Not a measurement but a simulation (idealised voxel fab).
Process module under the name voxel capacitor over wiring
Cross-section cut: width 255 nm, square cells of 5 nm.
In this document a cross-section is written as a grid of square cells. It is given as a series of bands, listed from the top down, and a band is one or more rows of cells. The band entry comprises the height of the band's top followed by the height of its bottom, expressed in nm, and subsequently the band's materials from left to right, each stated together with its width in nm. Where a single material is marked with the word "edge to edge", that material fills the band from edge to edge. The word "blank" represents empty space. It should be noted that heights are counted from 0, beneath which the wafer as supplied is of one material throughout, and that the lowest band possesses no lower boundary but continues downward, as written in "0 -> down". With a width like "30 to 40", each row of cells in the band differs from the next by the same amount, the top row carrying the first number and the bottom row the second. What does "nothing got changed" mean for a step? It means no cell of the cross-section changed in that step. You'll see "Enclosed void entries" listing empty spaces that have no way open to the top, as long as they're 8 cells or more; the notation is width x height at distance, where the distance is from the left edge, and all of it is in nm. Past the settings on a step's line: simulator remark, on that step. Steps that use a mask can have "overlay nm" on their line. It says how far the mask sat to the right of where it was meant to be. Negative means to the left. Pairs, read this way: before one process step on the one hand, after it on the other, the after cross-section ending at the lowest band that changed; the step between, settings included, beneath. Same starting wafer throughout, but possibly different runs of this module, so no pair continues from the pair above unless its entry headed "Prior to step" says so.

[Prior to step]
> 85 -> 75 | blank (75), then TiN (35), then blank (145)
> 75 -> 70 | TiN (75), then SiN (35), then TiN (145)
> 70 -> 65 | TiN edge to edge
> 65 -> 60 | SiN (75), then Ru (35), then SiN (145)
> 60 -> 55 | TiN (75), then Ru (35), then TiN (145)
> 55 -> 45 | lowk (85), then Ru (15), then lowk (155)
> 45 -> 40 | SiCN (85), then Ru (15), then SiCN (155)
> 40 -> 35 | SiCN (65), then Ru (40), then SiCN (40), then Ru (40), then SiCN (70)
> 35 -> 15 | SiO2 (70), then TiN (5), then Ru (20), then TiN (5), then SiO2 (50), then TiN (5), then Ru (20), then TiN (5), then SiO2 (75)
> 15 -> 10 | SiN (70), then TiN (30), then SiN (50), then TiN (30), then SiN (75)
> 10 -> 0 | SiO2 edge to edge
> 0 -> down | Si edge to edge
> Enclosed void entries: none

[Post-Step Geometry]
> 95 -> 85 | blank (75), then aC (35), then blank (145)
> 85 -> 75 | aC (75), then TiN (35), then aC (145)
> Below a height of 75, the structure has not been altered.
> Enclosed void entries: none
Intermediate step for the cross-sections above: DIRECTIONAL_DEP, material aC, thk nm 10

Prior to step: equal to the after panel directly above.

[Post-Step Geometry]
> 120 -> 95 | blank (85), then resist (55), then blank (115)
> 95 -> 85 | blank (75), then aC (35), then resist (30), then blank (115)
> Below a height of 85, the structure has not been altered.
> Enclosed void entries: none
Intermediate step for the cross-sections above: PATTERN, tone cover, mask id UPPER_PLATE, material resist, width nm 55, thk nm 25, overlay nm 0

Prior to step: equal to the after panel directly above.

[Post-Step Geometry]
> 110 -> 95 | blank (85), then resist (55), then blank (115)
> 95 -> 85 | blank (85), then aC (25), then resist (30), then blank (115)
> 85 -> 75 | blank (75), then TiN (35), then aC (30), then blank (115)
> Below a height of 75, the structure has not been altered.
> Enclosed void entries: none
Intermediate step for the cross-sections above: DIRECTIONAL_ETCH, etch materials aC, depth nm 10

Prior to step: equal to the after panel directly above.

[Post-Step Geometry]
> 95 -> 85 | blank (85), then aC (25), then blank (145)
> Below a height of 85, the structure has not been altered.
> Enclosed void entries: none
Intermediate step for the cross-sections above: STRIP, etch materials resist

Prior to step: equal to the after panel directly above.

[Post-Step Geometry]
> 95 -> 85 | blank (85), then aC (25), then blank (145)
> 85 -> 75 | blank (85), then TiN (25), then aC (30), then blank (115)
> 75 -> 70 | blank (75), then SiN (35), then TiN (30), then blank (115)
> 70 -> 65 | blank (75), then TiN (65), then blank (115)
> Below a height of 65, the structure has not been altered.
> Enclosed void entries: none
Intermediate step for the cross-sections above: DIRECTIONAL_ETCH, etch materials TiN, depth nm 10

Prior to step: equal to the after panel directly above.

[Post-Step Geometry]
> 95 -> 85 | blank (85), then aC (25), then blank (145)
> 85 -> 75 | blank (85), then TiN (25), then aC (30), then blank (115)
> 75 -> 70 | blank (85), then SiN (25), then TiN (30), then blank (115)
> 70 -> 65 | blank (75), then TiN (65), then blank (115)
> 65 -> 60 | blank (75), then Ru (35), then SiN (30), then blank (115)
> Below a height of 60, the structure has not been altered.
> Enclosed void entries: none
Intermediate step for the cross-sections above: DIRECTIONAL_ETCH, etch materials SiN, depth nm 5

Prior to step: equal to the after panel directly above.

[Post-Step Geometry]
> 85 -> 75 | blank (85), then TiN (25), then blank (145)
> Below a height of 75, the structure has not been altered.
> Enclosed void entries: none
Intermediate step for the cross-sections above: STRIP, etch materials aC

Prior to step: equal to the after panel directly above.

[Post-Step Geometry]
> 105 -> 85 | blank (80), then resist (65), then blank (110)
> 85 -> 75 | blank (80), then resist (5), then TiN (25), then resist (35), then blank (110)
> 75 -> 70 | blank (80), then resist (5), then SiN (25), then TiN (30), then resist (5), then blank (110)
> 70 -> 65 | blank (75), then TiN (65), then resist (5), then blank (110)
> 65 -> 60 | blank (75), then Ru (35), then SiN (30), then resist (5), then blank (110)
> Below a height of 60, the structure has not been altered.
> Enclosed void entries: none
Intermediate step for the cross-sections above: PATTERN, tone cover, mask id LOWER_PLATE, material resist, width nm 65, thk nm 20, overlay nm 0

Prior to step: equal to the after panel directly above.

[Post-Step Geometry]
> 105 -> 85 | blank (80), then resist (65), then blank (110)
> 85 -> 75 | blank (80), then resist (5), then TiN (25), then resist (35), then blank (110)
> 75 -> 70 | blank (80), then resist (5), then SiN (25), then TiN (30), then resist (5), then blank (110)
> 70 -> 65 | blank (80), then TiN (60), then resist (5), then blank (110)
> 65 -> 60 | blank (75), then Ru (35), then SiN (30), then resist (5), then blank (110)
> 60 -> 55 | blank (75), then Ru (35), then TiN (35), then blank (110)
> Below a height of 55, the structure has not been altered.
> Enclosed void entries: none
Intermediate step for the cross-sections above: DIRECTIONAL_ETCH, etch materials TiN, depth nm 5

Prior to step: equal to the after panel directly above.

[Post-Step Geometry]
> 85 -> 75 | blank (85), then TiN (25), then blank (145)
> 75 -> 70 | blank (85), then SiN (25), then TiN (30), then blank (115)
> 70 -> 65 | blank (80), then TiN (60), then blank (115)
> 65 -> 60 | blank (75), then Ru (35), then SiN (30), then blank (115)
> Below a height of 60, the structure has not been altered.
> Enclosed void entries: none
Intermediate step for the cross-sections above: STRIP, etch materials resist

Prior to step: equal to the after panel directly above.

[Post-Step Geometry]
> 100 -> 85 | SiO2 edge to edge
> 85 -> 75 | SiO2 (85), then TiN (25), then SiO2 (145)
> 75 -> 70 | SiO2 (85), then SiN (25), then TiN (30), then SiO2 (115)
> 70 -> 65 | SiO2 (80), then TiN (60), then SiO2 (115)
> 65 -> 60 | SiO2 (75), then Ru (35), then SiN (30), then SiO2 (115)
> 60 -> 55 | SiO2 (75), then Ru (35), then TiN (35), then SiO2 (110)
> Below a height of 55, the structure has not been altered.
> Enclosed void entries: none
Intermediate step for the cross-sections above: FILL_DEP, material SiO2, thk nm 15

Prior to step: equal to the after panel directly above.

[Post-Step Geometry]
> 85 -> 75 | SiO2 (85), then TiN (25), then SiO2 (145)
> Below a height of 75, the structure has not been altered.
> Enclosed void entries: none
Intermediate step for the cross-sections above: CMP, height nm 85

Prior to step: equal to the after panel directly above.

[Post-Step Geometry]
> 95 -> 85 | aC edge to edge
> Below a height of 85, the structure has not been altered.
> Enclosed void entries: none
Intermediate step for the cross-sections above: DIRECTIONAL_DEP, material aC, thk nm 10

Prior to step: equal to the after panel directly above.

[Post-Step Geometry]
> 125 -> 95 | resist (95), then blank (15), then resist (145)
> Below a height of 95, the structure has not been altered.
> Enclosed void entries: none
Intermediate step for the cross-sections above: PATTERN, tone open, mask id PLUG_2, material resist, width nm 15, thk nm 30, overlay nm 0

Prior to step: equal to the after panel directly above.

[Post-Step Geometry]
> 115 -> 95 | resist (95), then blank (15), then resist (145)
> 95 -> 85 | aC (95), then blank (15), then aC (145)
> Below a height of 85, the structure has not been altered.
> Enclosed void entries: none
Intermediate step for the cross-sections above: DIRECTIONAL_ETCH, etch materials aC, depth nm 10

Prior to step: equal to the after panel directly above.

[Post-Step Geometry]
> 95 -> 85 | aC (95), then blank (15), then aC (145)
> Below a height of 85, the structure has not been altered.
> Enclosed void entries: none
Intermediate step for the cross-sections above: STRIP, etch materials resist

Prior to step: equal to the after panel directly above.

[Post-Step Geometry]
> 85 -> 75 | SiO2 (85), then TiN (25), then SiO2 (145)
> Below a height of 75, the structure has not been altered.
> Enclosed void entries: none
Intermediate step for the cross-sections above: STRIP, etch materials aC

Prior to step: equal to the after panel directly above.

[Post-Step Geometry]
> 90 -> 85 | TiN edge to edge
> Below a height of 85, the structure has not been altered.
> Enclosed void entries: none
Intermediate step for the cross-sections above: CONFORMAL_DEP, material TiN, thk nm 5

Prior to step: equal to the after panel directly above.

[Post-Step Geometry]
> 95 -> 90 | Ru edge to edge
> Below a height of 90, the structure has not been altered.
> Enclosed void entries: none
Intermediate step for the cross-sections above: FILL_DEP, material Ru, thk nm 5

Prior to step: equal to the after panel directly above.

[Post-Step Geometry]
> 85 -> 75 | SiO2 (85), then TiN (25), then SiO2 (145)
> Below a height of 75, the structure has not been altered.
> Enclosed void entries: none
Intermediate step for the cross-sections above: CMP, height nm 85

Prior to step: equal to the after panel directly above.

[Post-Step Geometry]
> 90 -> 85 | SiN edge to edge
> Below a height of 85, the structure has not been altered.
> Enclosed void entries: none
Intermediate step for the cross-sections above: CONFORMAL_DEP, material SiN, thk nm 5

[Prior to step]
> 55 -> 50 | lowk (85), then blank (15), then lowk (155)
> 50 -> 45 | lowk (85), then Ru (15), then lowk (155)
> 45 -> 40 | SiCN (85), then Ru (15), then SiCN (155)
> 40 -> 35 | SiCN (65), then Ru (40), then SiCN (40), then Ru (40), then SiCN (70)
> 35 -> 15 | SiO2 (70), then TiN (5), then Ru (20), then TiN (5), then SiO2 (50), then TiN (5), then Ru (20), then TiN (5), then SiO2 (75)
> 15 -> 10 | SiN (70), then TiN (30), then SiN (50), then TiN (30), then SiN (75)
> 10 -> 0 | SiO2 edge to edge
> 0 -> down | Si edge to edge
> Enclosed void entries: none

[Post-Step Geometry]
> 60 -> 55 | TiN (85), then blank (15), then TiN (155)
> 55 -> 50 | lowk (85), then TiN (15), then lowk (155)
> Below a height of 50, the structure has not been altered.
> Enclosed void entries: none
Intermediate step for the cross-sections above: DIRECTIONAL_DEP, material TiN, thk nm 5

Prior to step: equal to the after panel directly above.

[Post-Step Geometry]
> 65 -> 60 | Ru (90), then blank (5), then Ru (160)
> 60 -> 55 | TiN (85), then Ru (15), then TiN (155)
> Below a height of 55, the structure has not been altered.
> Enclosed void entries: none
Intermediate step for the cross-sections above: EPI, material Ru, thk nm 5

Prior to step: equal to the after panel directly above.

[Post-Step Geometry]
> 70 -> 65 | SiN (90), then blank (5), then SiN (160)
> 65 -> 60 | Ru (90), then SiN (5), then Ru (160)
> Below a height of 60, the structure has not been altered.
> Enclosed void entries: none
Intermediate step for the cross-sections above: DIRECTIONAL_DEP, material SiN, thk nm 5

Prior to step: equal to the after panel directly above.

[Post-Step Geometry]
> 80 -> 75 | TiN (90), then blank (5), then TiN (160)
> 75 -> 70 | TiN edge to edge
> 70 -> 65 | SiN (90), then TiN (5), then SiN (160)
> Below a height of 65, the structure has not been altered.
> Enclosed void entries: none
Intermediate step for the cross-sections above: DIRECTIONAL_DEP, material TiN, thk nm 10

Prior to step: equal to the after panel directly above.

[Post-Step Geometry]
> 90 -> 85 | aC (90), then blank (5), then aC (160)
> 85 -> 80 | aC edge to edge
> 80 -> 75 | TiN (90), then aC (5), then TiN (160)
> Below a height of 75, the structure has not been altered.
> Enclosed void entries: none
Intermediate step for the cross-sections above: DIRECTIONAL_DEP, material aC, thk nm 10

Prior to step: equal to the after panel directly above.

[Post-Step Geometry]
> 115 -> 90 | blank (85), then resist (55), then blank (115)
> 90 -> 85 | aC (90), then resist (5), then aC (160)
> Below a height of 85, the structure has not been altered.
> Enclosed void entries: none
Intermediate step for the cross-sections above: PATTERN, tone cover, mask id UPPER_PLATE, material resist, width nm 55, thk nm 25, overlay nm 0

Prior to step: equal to the after panel directly above.

[Post-Step Geometry]
> 105 -> 90 | blank (85), then resist (55), then blank (115)
> 90 -> 85 | blank (85), then aC (5), then resist (5), then aC (45), then blank (115)
> 85 -> 80 | blank (85), then aC (55), then blank (115)
> Below a height of 80, the structure has not been altered.
> Enclosed void entries: none
Intermediate step for the cross-sections above: DIRECTIONAL_ETCH, etch materials aC, depth nm 10

Prior to step: equal to the after panel directly above.

[Post-Step Geometry]
> 90 -> 85 | blank (85), then aC (5), then blank (5), then aC (45), then blank (115)
> Below a height of 85, the structure has not been altered.
> Enclosed void entries: none
Intermediate step for the cross-sections above: STRIP, etch materials resist

Prior to step: equal to the after panel directly above.

[Post-Step Geometry]
> 90 -> 85 | blank (85), then aC (5), then blank (5), then aC (45), then blank (115)
> 85 -> 80 | blank (85), then aC (55), then blank (115)
> 80 -> 75 | blank (85), then TiN (5), then aC (5), then TiN (45), then blank (115)
> 75 -> 70 | blank (85), then TiN (55), then blank (115)
> Below a height of 70, the structure has not been altered.
> Enclosed void entries: none
Intermediate step for the cross-sections above: DIRECTIONAL_ETCH, etch materials TiN, depth nm 10

Prior to step: equal to the after panel directly above.

[Post-Step Geometry]
> 90 -> 85 | blank (85), then aC (5), then blank (5), then aC (45), then blank (115)
> 85 -> 80 | blank (85), then aC (55), then blank (115)
> 80 -> 75 | blank (85), then TiN (5), then aC (5), then TiN (45), then blank (115)
> 75 -> 70 | blank (85), then TiN (55), then blank (115)
> 70 -> 65 | blank (85), then SiN (5), then TiN (5), then SiN (45), then blank (115)
> Below a height of 65, the structure has not been altered.
> Enclosed void entries: none
Intermediate step for the cross-sections above: DIRECTIONAL_ETCH, etch materials SiN, depth nm 5

Prior to step: equal to the after panel directly above.

[Post-Step Geometry]
> 80 -> 75 | blank (85), then TiN (5), then blank (5), then TiN (45), then blank (115)
> Below a height of 75, the structure has not been altered.
> Enclosed void entries: none
Intermediate step for the cross-sections above: STRIP, etch materials aC

Prior to step: equal to the after panel directly above.

[Post-Step Geometry]
> 100 -> 80 | blank (80), then resist (65), then blank (110)
> 80 -> 75 | blank (80), then resist (5), then TiN (5), then resist (5), then TiN (45), then resist (5), then blank (110)
> 75 -> 70 | blank (80), then resist (5), then TiN (55), then resist (5), then blank (110)
> 70 -> 65 | blank (80), then resist (5), then SiN (5), then TiN (5), then SiN (45), then resist (5), then blank (110)
> Below a height of 65, the structure has not been altered.
> Enclosed void entries: none
Intermediate step for the cross-sections above: PATTERN, tone cover, mask id LOWER_PLATE, material resist, width nm 65, thk nm 20, overlay nm 0

Prior to step: equal to the after panel directly above.

[Post-Step Geometry]
> 80 -> 75 | blank (85), then TiN (5), then blank (5), then TiN (45), then blank (115)
> 75 -> 70 | blank (85), then TiN (55), then blank (115)
> 70 -> 65 | blank (85), then SiN (5), then TiN (5), then SiN (45), then blank (115)
> Below a height of 65, the structure has not been altered.
> Enclosed void entries: none
Intermediate step for the cross-sections above: STRIP, etch materials resist

Prior to step: equal to the after panel directly above.

[Post-Step Geometry]
> 95 -> 80 | SiO2 edge to edge
> 80 -> 75 | SiO2 (85), then TiN (5), then SiO2 (5), then TiN (45), then SiO2 (115)
> 75 -> 70 | SiO2 (85), then TiN (55), then SiO2 (115)
> 70 -> 65 | SiO2 (85), then SiN (5), then TiN (5), then SiN (45), then SiO2 (115)
> Below a height of 65, the structure has not been altered.
> Enclosed void entries: none
Intermediate step for the cross-sections above: FILL_DEP, material SiO2, thk nm 15

Prior to step: equal to the after panel directly above.

[Post-Step Geometry]
> 85 -> 80 | SiO2 edge to edge
> Below a height of 80, the structure has not been altered.
> Enclosed void entries: none
Intermediate step for the cross-sections above: CMP, height nm 85

Prior to step: equal to the after panel directly above.

[Post-Step Geometry]
> 95 -> 85 | aC edge to edge
> Below a height of 85, the structure has not been altered.
> Enclosed void entries: none
Intermediate step for the cross-sections above: DIRECTIONAL_DEP, material aC, thk nm 10

Prior to step: equal to the after panel directly above.

[Post-Step Geometry]
> 125 -> 95 | resist (95), then blank (15), then resist (145)
> Below a height of 95, the structure has not been altered.
> Enclosed void entries: none
Intermediate step for the cross-sections above: PATTERN, tone open, mask id PLUG_2, material resist, width nm 15, thk nm 30, overlay nm 0

Prior to step: equal to the after panel directly above.

[Post-Step Geometry]
> 115 -> 95 | resist (95), then blank (15), then resist (145)
> 95 -> 85 | aC (95), then blank (15), then aC (145)
> Below a height of 85, the structure has not been altered.
> Enclosed void entries: none
Intermediate step for the cross-sections above: DIRECTIONAL_ETCH, etch materials aC, depth nm 10

Prior to step: equal to the after panel directly above.

[Post-Step Geometry]
> 95 -> 85 | aC (95), then blank (15), then aC (145)
> Below a height of 85, the structure has not been altered.
> Enclosed void entries: none
Intermediate step for the cross-sections above: STRIP, etch materials resist

Prior to step: equal to the after panel directly above.

[Post-Step Geometry]
> 95 -> 85 | aC (95), then blank (15), then aC (145)
> 85 -> 80 | SiO2 (95), then blank (15), then SiO2 (145)
> Below a height of 80, the structure has not been altered.
> Enclosed void entries: none
Intermediate step for the cross-sections above: DIRECTIONAL_ETCH, etch materials SiO2, depth nm 10

Prior to step: equal to the after panel directly above.

[Post-Step Geometry]
> 85 -> 80 | SiO2 (95), then blank (15), then SiO2 (145)
> Below a height of 80, the structure has not been altered.
> Enclosed void entries: none
Intermediate step for the cross-sections above: STRIP, etch materials aC

Prior to step: equal to the after panel directly above.

[Post-Step Geometry]
> 90 -> 85 | TiN (100), then blank (5), then TiN (150)
> 85 -> 80 | SiO2 (95), then TiN (15), then SiO2 (145)
> Below a height of 80, the structure has not been altered.
> Enclosed void entries: none
Intermediate step for the cross-sections above: CONFORMAL_DEP, material TiN, thk nm 5

Prior to step: equal to the after panel directly above.

[Post-Step Geometry]
> 95 -> 90 | Ru edge to edge
> 90 -> 85 | TiN (100), then Ru (5), then TiN (150)
> Below a height of 85, the structure has not been altered.
> Enclosed void entries: none
Intermediate step for the cross-sections above: FILL_DEP, material Ru, thk nm 5

Prior to step: equal to the after panel directly above.

[Post-Step Geometry]
> 85 -> 80 | SiO2 (95), then TiN (15), then SiO2 (145)
> Below a height of 80, the structure has not been altered.
> Enclosed void entries: none
Intermediate step for the cross-sections above: CMP, height nm 85

Prior to step: equal to the after panel directly above.

[Post-Step Geometry]
> 90 -> 85 | SiN edge to edge
> Below a height of 85, the structure has not been altered.
> Enclosed void entries: none
Intermediate step for the cross-sections above: CONFORMAL_DEP, material SiN, thk nm 5

[Prior to step]
> 65 -> 60 | SiN edge to edge
> 60 -> 55 | TiN edge to edge
> 55 -> 45 | lowk (85), then Ru (15), then lowk (155)
> 45 -> 40 | SiCN (85), then Ru (15), then SiCN (155)
> 40 -> 35 | SiCN (65), then Ru (40), then SiCN (40), then Ru (40), then SiCN (70)
> 35 -> 15 | SiO2 (70), then TiN (5), then Ru (20), then TiN (5), then SiO2 (50), then TiN (5), then Ru (20), then TiN (5), then SiO2 (75)
> 15 -> 10 | SiN (70), then TiN (30), then SiN (50), then TiN (30), then SiN (75)
> 10 -> 0 | SiO2 edge to edge
> 0 -> down | Si edge to edge
> Enclosed void entries: none

[Post-Step Geometry]
> 80 -> 65 | TiN edge to edge
> Below a height of 65, the structure has not been altered.
> Enclosed void entries: none
Intermediate step for the cross-sections above: DIRECTIONAL_DEP, material TiN, thk nm 15

Prior to step: equal to the after panel directly above.

[Post-Step Geometry]
> 90 -> 80 | aC edge to edge
> Below a height of 80, the structure has not been altered.
> Enclosed void entries: none
Intermediate step for the cross-sections above: DIRECTIONAL_DEP, material aC, thk nm 10

Prior to step: equal to the after panel directly above.

[Post-Step Geometry]
> 115 -> 90 | blank (85), then resist (55), then blank (115)
> Below a height of 90, the structure has not been altered.
> Enclosed void entries: none
Intermediate step for the cross-sections above: PATTERN, tone cover, mask id UPPER_PLATE, material resist, width nm 55, thk nm 25, overlay nm 0

Prior to step: equal to the after panel directly above.

[Post-Step Geometry]
> 105 -> 90 | blank (85), then resist (55), then blank (115)
> 90 -> 80 | blank (85), then aC (55), then blank (115)
> Below a height of 80, the structure has not been altered.
> Enclosed void entries: none
Intermediate step for the cross-sections above: DIRECTIONAL_ETCH, etch materials aC, depth nm 10

Prior to step: equal to the after panel directly above.

[Post-Step Geometry]
> 90 -> 80 | blank (85), then aC (55), then blank (115)
> Below a height of 80, the structure has not been altered.
> Enclosed void entries: none
Intermediate step for the cross-sections above: STRIP, etch materials resist

Prior to step: equal to the after panel directly above.

[Post-Step Geometry]
> 90 -> 80 | blank (85), then aC (55), then blank (115)
> 80 -> 70 | blank (85), then TiN (55), then blank (115)
> Below a height of 70, the structure has not been altered.
> Enclosed void entries: none
Intermediate step for the cross-sections above: DIRECTIONAL_ETCH, etch materials TiN, depth nm 10

Prior to step: equal to the after panel directly above.

[Post-Step Geometry]
> 80 -> 70 | blank (85), then TiN (55), then blank (115)
> Below a height of 70, the structure has not been altered.
> Enclosed void entries: none
Intermediate step for the cross-sections above: STRIP, etch materials aC

Prior to step: equal to the after panel directly above.

[Post-Step Geometry]
> 100 -> 80 | blank (80), then resist (65), then blank (110)
> 80 -> 70 | blank (80), then resist (5), then TiN (55), then resist (5), then blank (110)
> Below a height of 70, the structure has not been altered.
> Enclosed void entries: none
Intermediate step for the cross-sections above: PATTERN, tone cover, mask id LOWER_PLATE, material resist, width nm 65, thk nm 20, overlay nm 0

Prior to step: equal to the after panel directly above.

[Post-Step Geometry]
> 100 -> 80 | blank (80), then resist (65), then blank (110)
> 80 -> 70 | blank (80), then resist (5), then TiN (55), then resist (5), then blank (110)
> 70 -> 65 | blank (80), then TiN (65), then blank (110)
> Below a height of 65, the structure has not been altered.
> Enclosed void entries: none
Intermediate step for the cross-sections above: DIRECTIONAL_ETCH, etch materials TiN, depth nm 5

Prior to step: equal to the after panel directly above.

[Post-Step Geometry]
> 80 -> 70 | blank (85), then TiN (55), then blank (115)
> Below a height of 70, the structure has not been altered.
> Enclosed void entries: none
Intermediate step for the cross-sections above: STRIP, etch materials resist

Prior to step: equal to the after panel directly above.

[Post-Step Geometry]
> 95 -> 80 | SiO2 edge to edge
> 80 -> 70 | SiO2 (85), then TiN (55), then SiO2 (115)
> 70 -> 65 | SiO2 (80), then TiN (65), then SiO2 (110)
> Below a height of 65, the structure has not been altered.
> Enclosed void entries: none
Intermediate step for the cross-sections above: FILL_DEP, material SiO2, thk nm 15

Prior to step: equal to the after panel directly above.

[Post-Step Geometry]
> 85 -> 80 | SiO2 edge to edge
> Below a height of 80, the structure has not been altered.
> Enclosed void entries: none
Intermediate step for the cross-sections above: CMP, height nm 85

Prior to step: equal to the after panel directly above.

[Post-Step Geometry]
> 95 -> 85 | aC edge to edge
> Below a height of 85, the structure has not been altered.
> Enclosed void entries: none
Intermediate step for the cross-sections above: DIRECTIONAL_DEP, material aC, thk nm 10

Prior to step: equal to the after panel directly above.

[Post-Step Geometry]
> 125 -> 95 | resist (95), then blank (15), then resist (145)
> Below a height of 95, the structure has not been altered.
> Enclosed void entries: none
Intermediate step for the cross-sections above: PATTERN, tone open, mask id PLUG_2, material resist, width nm 15, thk nm 30, overlay nm 0

Prior to step: equal to the after panel directly above.

[Post-Step Geometry]
> 115 -> 95 | resist (95), then blank (15), then resist (145)
> 95 -> 85 | aC (95), then blank (15), then aC (145)
> Below a height of 85, the structure has not been altered.
> Enclosed void entries: none
Intermediate step for the cross-sections above: DIRECTIONAL_ETCH, etch materials aC, depth nm 10

Prior to step: equal to the after panel directly above.

[Post-Step Geometry]
> 95 -> 85 | aC (95), then blank (15), then aC (145)
> Below a height of 85, the structure has not been altered.
> Enclosed void entries: none
Intermediate step for the cross-sections above: STRIP, etch materials resist

Prior to step: equal to the after panel directly above.

[Post-Step Geometry]
> 95 -> 85 | aC (95), then blank (15), then aC (145)
> 85 -> 80 | SiO2 (95), then blank (15), then SiO2 (145)
> Below a height of 80, the structure has not been altered.
> Enclosed void entries: none
Intermediate step for the cross-sections above: DIRECTIONAL_ETCH, etch materials SiO2, depth nm 10

Prior to step: equal to the after panel directly above.

[Post-Step Geometry]
> 85 -> 80 | SiO2 (95), then blank (15), then SiO2 (145)
> Below a height of 80, the structure has not been altered.
> Enclosed void entries: none
Intermediate step for the cross-sections above: STRIP, etch materials aC

Prior to step: equal to the after panel directly above.

[Post-Step Geometry]
> 90 -> 85 | TiN (100), then blank (5), then TiN (150)
> 85 -> 80 | SiO2 (95), then TiN (15), then SiO2 (145)
> Below a height of 80, the structure has not been altered.
> Enclosed void entries: none
Intermediate step for the cross-sections above: CONFORMAL_DEP, material TiN, thk nm 5

Prior to step: equal to the after panel directly above.

[Post-Step Geometry]
> 95 -> 90 | Ru edge to edge
> 90 -> 85 | TiN (100), then Ru (5), then TiN (150)
> Below a height of 85, the structure has not been altered.
> Enclosed void entries: none
Intermediate step for the cross-sections above: FILL_DEP, material Ru, thk nm 5

Prior to step: equal to the after panel directly above.

[Post-Step Geometry]
> 85 -> 80 | SiO2 (95), then TiN (15), then SiO2 (145)
> Below a height of 80, the structure has not been altered.
> Enclosed void entries: none
Intermediate step for the cross-sections above: CMP, height nm 85

Prior to step: equal to the after panel directly above.

[Post-Step Geometry]
> 90 -> 85 | SiN edge to edge
> Below a height of 85, the structure has not been altered.
> Enclosed void entries: none
Intermediate step for the cross-sections above: CONFORMAL_DEP, material SiN, thk nm 5

[Prior to step]
> 35 -> 15 | SiO2 edge to edge
> 15 -> 10 | SiN edge to edge
> 10 -> 0 | SiO2 edge to edge
> 0 -> down | Si edge to edge
> Enclosed void entries: none

[Post-Step Geometry]
> 50 -> 35 | resist (75), then blank (20), then resist (60), then blank (20), then resist (80)
> Below a height of 35, the structure has not been altered.
> Enclosed void entries: none
Intermediate step for the cross-sections above: PATTERN, tone open, mask id METAL_1, material resist, width nm 20, pitch nm 80, thk nm 15, overlay nm 0

Prior to step: equal to the after panel directly above.

[Post-Step Geometry]
> 50 -> 35 | resist (75), then blank (20), then resist (60), then blank (20), then resist (80)
> 35 -> 15 | SiO2 (75), then blank (20), then SiO2 (60), then blank (20), then SiO2 (80)
> Below a height of 15, the structure has not been altered.
> Enclosed void entries: none
Intermediate step for the cross-sections above: DIRECTIONAL_ETCH, etch materials SiO2, depth nm 20

Prior to step: equal to the after panel directly above.

[Post-Step Geometry]
> 50 -> 35 | resist (75), then blank (20), then resist (60), then blank (20), then resist (80)
> 35 -> 15 | SiO2 (75), then blank (20), then SiO2 (60), then blank (20), then SiO2 (80)
> 15 -> 10 | SiN (75), then blank (20), then SiN (60), then blank (20), then SiN (80)
> Below a height of 10, the structure has not been altered.
> Enclosed void entries: none
Intermediate step for the cross-sections above: DIRECTIONAL_ETCH, etch materials SiN, depth nm 5

Prior to step: equal to the after panel directly above.

[Post-Step Geometry]
> 35 -> 15 | SiO2 (75), then blank (20), then SiO2 (60), then blank (20), then SiO2 (80)
> Below a height of 15, the structure has not been altered.
> Enclosed void entries: none
Intermediate step for the cross-sections above: STRIP, etch materials resist

Prior to step: equal to the after panel directly above.

[Post-Step Geometry]
> 40 -> 35 | TiN (80), then blank (10), then TiN (70), then blank (10), then TiN (85)
> 35 -> 15 | SiO2 (75), then TiN (5), then blank (10), then TiN (5), then SiO2 (60), then TiN (5), then blank (10), then TiN (5), then SiO2 (80)
> 15 -> 10 | SiN (75), then TiN (20), then SiN (60), then TiN (20), then SiN (80)
> Below a height of 10, the structure has not been altered.
> Enclosed void entries: none
Intermediate step for the cross-sections above: CONFORMAL_DEP, material TiN, thk nm 5

Prior to step: equal to the after panel directly above.

[Post-Step Geometry]
> 45 -> 40 | Ru edge to edge
> 40 -> 35 | TiN (80), then Ru (10), then TiN (70), then Ru (10), then TiN (85)
> 35 -> 15 | SiO2 (75), then TiN (5), then Ru (10), then TiN (5), then SiO2 (60), then TiN (5), then Ru (10), then TiN (5), then SiO2 (80)
> Below a height of 15, the structure has not been altered.
> Enclosed void entries: none
Intermediate step for the cross-sections above: FILL_DEP, material Ru, thk nm 5

Prior to step: equal to the after panel directly above.

[Post-Step Geometry]
> 35 -> 15 | SiO2 (75), then TiN (5), then Ru (10), then TiN (5), then SiO2 (60), then TiN (5), then Ru (10), then TiN (5), then SiO2 (80)
> Below a height of 15, the structure has not been altered.
> Enclosed void entries: none
Intermediate step for the cross-sections above: CMP, height nm 35

Prior to step: equal to the after panel directly above.

[Post-Step Geometry]
> 40 -> 35 | blank (70), then Ru (30), then blank (50), then Ru (30), then blank (75)
> Below a height of 35, the structure has not been altered.
> Enclosed void entries: none
Intermediate step for the cross-sections above: EPI, material Ru, thk nm 5

Prior to step: equal to the after panel directly above.

[Post-Step Geometry]
> 45 -> 40 | SiCN edge to edge
> 40 -> 35 | SiCN (70), then Ru (30), then SiCN (50), then Ru (30), then SiCN (75)
> Below a height of 35, the structure has not been altered.
> Enclosed void entries: none
Intermediate step for the cross-sections above: FILL_DEP, material SiCN, thk nm 5

Prior to step: equal to the after panel directly above.

[Post-Step Geometry]
> 55 -> 45 | lowk edge to edge
> Below a height of 45, the structure has not been altered.
> Enclosed void entries: none
Intermediate step for the cross-sections above: DIRECTIONAL_DEP, material lowk, thk nm 10

Prior to step: equal to the after panel directly above.

[Post-Step Geometry]
> 70 -> 55 | resist (85), then blank (15), then resist (155)
> Below a height of 55, the structure has not been altered.
> Enclosed void entries: none
Intermediate step for the cross-sections above: PATTERN, tone open, mask id PLUG_1, material resist, width nm 15, thk nm 15, overlay nm 0

Prior to step: equal to the after panel directly above.

[Post-Step Geometry]
> 70 -> 55 | resist (85), then blank (15), then resist (155)
> 55 -> 45 | lowk (85), then blank (15), then lowk (155)
> Below a height of 45, the structure has not been altered.
> Enclosed void entries: none
Intermediate step for the cross-sections above: DIRECTIONAL_ETCH, etch materials lowk, depth nm 10

Prior to step: equal to the after panel directly above.

[Post-Step Geometry]
> 70 -> 55 | resist (85), then blank (15), then resist (155)
> 55 -> 45 | lowk (85), then blank (15), then lowk (155)
> 45 -> 40 | SiCN (85), then blank (15), then SiCN (155)
> Below a height of 40, the structure has not been altered.
> Enclosed void entries: none
Intermediate step for the cross-sections above: DIRECTIONAL_ETCH, etch materials SiCN, depth nm 5
